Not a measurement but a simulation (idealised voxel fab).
process module | voxel ribs on slabs
cross-section cut | 175 nm wide | cells 5 nm
A cross-section is a grid of square cells, given in bands from the top down. A band is one or more rows of cells.
Each band's line starts with the height of the band's top and of its bottom, in nm. Then come its materials from left to right, each with its width in nm. One material with "throughout" fills the band from edge to edge. "air" is empty space.
Height 0 is the level under which the wafer as received is all one material. The lowest band goes on downwards, as in "0 down".
A width such as "30 to 40" changes by the same amount from each row of cells to the next, from the band's top row to its bottom row.
"no change" after a step means that no cell of the cross-section changed.
closed voids: empty space of 8 cells or more with no open way to the top, each as width x height at its distance from the left edge, in nm
after a step's settings: what the simulator itself notes on the step
overlay nm, on a step with a mask: how far to the right of its planned place the mask lay; to the left if negative
plan
1 op RECEIVE | material Si
2 op DIRECTIONAL_DEP | material SiO2 | thk nm 30
3 op DIRECTIONAL_DEP | material SiN | thk nm 20
4 op PATTERN | tone cover | mask id RIB | material resist | width nm 20 | thk nm 20 | overlay nm 0
5 op DIRECTIONAL_ETCH | etch materials SiN | depth nm 15
6 op STRIP | etch materials resist
7 op PATTERN | tone cover | mask id SLAB | material resist | width nm 60 | thk nm 20 | overlay nm 0
8 op DIRECTIONAL_ETCH | etch materials SiN | depth nm 5
9 op STRIP | etch materials resist
10 op FILL_DEP | material SiO2 | thk nm 15
11 op CMP | height nm 60
12 op DIRECTIONAL_DEP | material TiN | thk nm 10
13 op DIRECTIONAL_DEP | material aC | thk nm 10
14 op PATTERN | tone cover | mask id HEATER | material resist | width nm 30 | thk nm 25 | overlay nm 0
15 op DIRECTIONAL_ETCH | etch materials aC | depth nm 10
16 op STRIP | etch materials resist
17 op DIRECTIONAL_ETCH | etch materials TiN | depth nm 10
18 op STRIP | etch materials aC
19 op CONFORMAL_DEP | material SiN | thk nm 5
as received, after step 1
  0 down: Si throughout
  closed voids: none
first wafer at the end, as planned
  75 to 70: air 65 | SiN 40 | air 70
  70 to 65: air 65 | SiN 5 | TiN 30 | SiN 5 | air 70
  65 to 60: SiN 70 | TiN 30 | SiN 75
  60 to 50: SiO2 throughout
  50 to 35: SiO2 75 | SiN 20 | SiO2 80
  35 to 30: SiO2 55 | SiN 60 | SiO2 60
  30 to 0: SiO2 throughout
  0 down: Si throughout
  closed voids: none
second wafer at the end: like start, like plan, one mistake
  75 to 70: SiN 75 | air 20 | SiN 80
  70 to 65: TiN 70 | SiN 5 | air 20 | SiN 5 | TiN 75
  65 to 60: TiN 70 | SiN 30 | TiN 75
  60 to 50: SiO2 throughout
  50 to 35: SiO2 75 | SiN 20 | SiO2 80
  35 to 30: SiO2 55 | SiN 60 | SiO2 60
  30 to 0: SiO2 throughout
  0 down: Si throughout
  closed voids: none
what went wrong: step 14 ran as: op PATTERN | tone open | mask id HEATER | material resist | width nm 30 | thk nm 25 | overlay nm 0
at the end the second wafer has, in cells: 46 more of TiN
